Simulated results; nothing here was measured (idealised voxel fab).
Process module name: voxel local oxidation
Square cell edge 5 nm, section width 270 nm, ID cut.
Format of a cross-section: grid, square cells. Given as bands. Order: top down. Band: one or more rows of cells. For a band, the entry starts with two heights in nm, that of the top and then that of the bottom, and carries on with the band's materials in order from left to right, each alongside its width in nm; the word "all across" beside a single material means it fills the band edge to edge, and "air" means empty space. Basically, 0 is our baseline, since under it the wafer straight out of the box is all one material. The bottom band has no lower end and keeps on going down, so it looks like "0 and below". So if you see something like "30 to 40" for the width, read it as the top row of the band sitting at the first number and the bottom row at the second, with every row in between moving by the same amount as the last. When a step is marked "everything unchanged", none of the cells in the cross-section changed during that step. Any empty space of 8 cells or more lacking an open way to the top shows up in "Sealed cavities" as width x height at distance, distance from the left edge, in nm. On a step's line, text after the settings is the simulator commenting on that step. "overlay nm" denotes, for a step that has a mask, the displacement of the mask to the right of its planned place, with negative values corresponding to the left.
List of planned process steps:
1 RECEIVE with material Si
2 CONFORMAL_DEP with material SiO2, thk nm 5
3 CONFORMAL_DEP with material SiN, thk nm 15
4 PATTERN with tone cover, mask id ACTIVE, material resist, width nm 100, thk nm 20, overlay nm 0
5 DIRECTIONAL_ETCH with etch materials SiN, depth nm 15
6 STRIP with etch materials resist
7 SELECTIVE_ETCH with etch materials SiO2, depth nm 5
8 OXIDIZE with depth nm 10
9 STRIP with etch materials SiN
As-received wafer cross-section (after step 1):
  0 and below: Si all across
  Sealed cavities: none
Post-module cross-section: identical start and plan to those above, one misstep in execution:
  5 down to 0: 80 nm SiO2, then 110 nm air, then 80 nm SiO2
  0 down to -10: 70 nm Si, then 130 nm SiO2, then 70 nm Si
  -10 and below: Si all across
  Sealed cavities: none
The mistake made against the process plan was this: step 4 was processed under conditions differing from the plan, specifically as PATTERN with tone open, mask id ACTIVE, material resist, width nm 100, thk nm 20, overlay nm 0
